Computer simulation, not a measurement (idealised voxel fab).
Process module in this document: voxel spacer lines
Square cell edge 5 nm, section width 230 nm, ID cut.
In what follows, cross-sections appear as grids of square cells, described through bands that run from the top down, where every band is one or more rows of cells.
Quick guide to a band line: top height, bottom height (nm) up front; then every material left to right with its width in nm. Only one material and it's marked "edge to edge"? Then it fills the band edge to edge. And "air" just means empty space.
For the purposes of this specification, 0 denotes the height below which the wafer in its as-received condition is composed wholly of one material, and the lowermost band, lacking a lower limit, extends downward without end, as expressed in "0 nm and below".
The two numbers in a width such as "30..40" mark its ends across the band: the first belongs to the top row of cells, the second to the bottom row, and from each row to the next the width moves by the same amount.
Where a step carries "no change", the cross-section came out of it unchanged, cell for cell.
The entry titled "Closed internal cavities" provides the empty spaces that have no open way to the top, restricted to those of 8 cells or more. Each is presented as width x height at distance, the distance being measured from the left edge, with all three in nm.
On a step's line, text after the settings is the simulator commenting on that step.
overlay nm: right-of-plan distance of the mask on a masked step; negative values mean left-of-plan.
## Planned process steps
1. RECEIVE,material Si
2. CONFORMAL_DEP,material SiO2,thk nm 5
3. DIRECTIONAL_DEP,material polySi,thk nm 10
4. DIRECTIONAL_DEP,material aC,thk nm 20
5. PATTERN,tone cover,mask id MANDREL,material resist,width nm 20,pitch nm 70,thk nm 25,overlay nm 0
6. DIRECTIONAL_ETCH,etch materials aC,depth nm 20
7. STRIP,etch materials resist
8. CONFORMAL_DEP,material SiN,thk nm 15
9. DIRECTIONAL_ETCH,etch materials SiN,depth nm 15
10. STRIP,etch materials aC
11. DIRECTIONAL_ETCH,etch materials polySi,depth nm 10
12. STRIP,etch materials SiN
13. FILL_DEP,material lowk,thk nm 10
14. CMP,height nm 15
## The first of two wafers, run as planned
## Cross-section of the wafer as it came to us, i.e., already through step 1
	0 nm and below | Si edge to edge
	Closed internal cavities: none
## Cross-section of the wafer after step 2
	5 nm to 0 nm | SiO2 edge to edge
	Below 0, the layers are the same as they were.
## Cross-section of the wafer after step 3
	15 nm to 5 nm | polySi edge to edge
	Below 5, the layers are the same as they were.
## Cross-section of the wafer after step 4
	35 nm to 15 nm | aC edge to edge
	Below 15, the layers are the same as they were.
## Cross-section of the wafer after step 5
	60 nm to 35 nm | air (70) / resist (20) / air (50) / resist (20) / air (70)
	Below 35, the layers are the same as they were.
## Cross-section of the wafer after step 6
	40 nm to 35 nm | air (70) / resist (20) / air (50) / resist (20) / air (70)
	35 nm to 15 nm | air (70) / aC (20) / air (50) / aC (20) / air (70)
	Below 15, the layers are the same as they were.
## Cross-section of the wafer after step 7
	35 nm to 15 nm | air (70) / aC (20) / air (50) / aC (20) / air (70)
	Below 15, the layers are the same as they were.
## Cross-section of the wafer after step 8
	50 nm to 35 nm | air (55) / SiN (50) / air (20) / SiN (50) / air (55)
	35 nm to 30 nm | air (55) / SiN (15) / aC (20) / SiN (15) / air (20) / SiN (15) / aC (20) / SiN (15) / air (55)
	30 nm to 15 nm | SiN (70) / aC (20) / SiN (50) / aC (20) / SiN (70)
	Below 15, the layers are the same as they were.
## Cross-section of the wafer after step 9
	35 nm to 15 nm | air (55) / SiN (15) / aC (20) / SiN (15) / air (20) / SiN (15) / aC (20) / SiN (15) / air (55)
	Below 15, the layers are the same as they were.
## Cross-section of the wafer after step 10
	35 nm to 15 nm | air (55) / SiN (15) / air (20) / SiN (15) / air (20) / SiN (15) / air (20) / SiN (15) / air (55)
	Below 15, the layers are the same as they were.
## Cross-section of the wafer after step 11
	35 nm to 15 nm | air (55) / SiN (15) / air (20) / SiN (15) / air (20) / SiN (15) / air (20) / SiN (15) / air (55)
	15 nm to 5 nm | air (55) / polySi (15) / air (20) / polySi (15) / air (20) / polySi (15) / air (20) / polySi (15) / air (55)
	Below 5, the layers are the same as they were.
## Cross-section of the wafer after step 12
	15 nm to 5 nm | air (55) / polySi (15) / air (20) / polySi (15) / air (20) / polySi (15) / air (20) / polySi (15) / air (55)
	Below 5, the layers are the same as they were.
## Cross-section of the wafer after step 13
	25 nm to 15 nm | lowk edge to edge
	15 nm to 5 nm | lowk (55) / polySi (15) / lowk (20) / polySi (15) / lowk (20) / polySi (15) / lowk (20) / polySi (15) / lowk (55)
	Below 5, the layers are the same as they were.
## Cross-section of the wafer after step 14
	15 nm to 5 nm | lowk (55) / polySi (15) / lowk (20) / polySi (15) / lowk (20) / polySi (15) / lowk (20) / polySi (15) / lowk (55)
	Below 5, the layers are the same as they were.
## The remaining wafer, second of the two, started like the first and was run to the same plan, except that one mistake was made along the way; the two coincide through step 2, inclusive
## Look at the second wafer in cross-section at the time step 3 ought to have finished
	10 nm to 5 nm | polySi edge to edge
	Below 5, the layers are the same as they were.
## Look at the second wafer in cross-section at the time step 4 ought to have finished
	30 nm to 10 nm | aC edge to edge
	Below 10, the layers are the same as they were.
## Look at the second wafer in cross-section at the time step 5 ought to have finished
	55 nm to 30 nm | air (70) / resist (20) / air (50) / resist (20) / air (70)
	Below 30, the layers are the same as they were.
## Look at the second wafer in cross-section at the time step 6 ought to have finished
	35 nm to 30 nm | air (70) / resist (20) / air (50) / resist (20) / air (70)
	30 nm to 10 nm | air (70) / aC (20) / air (50) / aC (20) / air (70)
	Below 10, the layers are the same as they were.
## Look at the second wafer in cross-section at the time step 7 ought to have finished
	30 nm to 10 nm | air (70) / aC (20) / air (50) / aC (20) / air (70)
	Below 10, the layers are the same as they were.
## Look at the second wafer in cross-section at the time step 8 ought to have finished
	45 nm to 30 nm | air (55) / SiN (50) / air (20) / SiN (50) / air (55)
	30 nm to 25 nm | air (55) / SiN (15) / aC (20) / SiN (15) / air (20) / SiN (15) / aC (20) / SiN (15) / air (55)
	25 nm to 10 nm | SiN (70) / aC (20) / SiN (50) / aC (20) / SiN (70)
	Below 10, the layers are the same as they were.
## Look at the second wafer in cross-section at the time step 9 ought to have finished
	30 nm to 10 nm | air (55) / SiN (15) / aC (20) / SiN (15) / air (20) / SiN (15) / aC (20) / SiN (15) / air (55)
	Below 10, the layers are the same as they were.
## Look at the second wafer in cross-section at the time step 10 ought to have finished
	30 nm to 10 nm | air (55) / SiN (15) / air (20) / SiN (15) / air (20) / SiN (15) / air (20) / SiN (15) / air (55)
	Below 10, the layers are the same as they were.
## Look at the second wafer in cross-section at the time step 11 ought to have finished
	30 nm to 10 nm | air (55) / SiN (15) / air (20) / SiN (15) / air (20) / SiN (15) / air (20) / SiN (15) / air (55)
	10 nm to 5 nm | air (55) / polySi (15) / air (20) / polySi (15) / air (20) / polySi (15) / air (20) / polySi (15) / air (55)
	Below 5, the layers are the same as they were.
## Look at the second wafer in cross-section at the time step 12 ought to have finished
	10 nm to 5 nm | air (55) / polySi (15) / air (20) / polySi (15) / air (20) / polySi (15) / air (20) / polySi (15) / air (55)
	Below 5, the layers are the same as they were.
## Look at the second wafer in cross-section at the time step 13 ought to have finished
	20 nm to 10 nm | lowk edge to edge
	10 nm to 5 nm | lowk (55) / polySi (15) / lowk (20) / polySi (15) / lowk (20) / polySi (15) / lowk (20) / polySi (15) / lowk (55)
	Below 5, the layers are the same as they were.
## Look at the second wafer in cross-section at the time step 14 ought to have finished
	15 nm to 10 nm | lowk edge to edge
	Below 10, the layers are the same as they were.
What was the processing mistake? for step 3, the planned setting was not used; the step was instead run as DIRECTIONAL_DEP,material polySi,thk nm 5
Final tally in cells, some materials are higher or lower on the second wafer than on the first: +12 lowk; -12 polySi
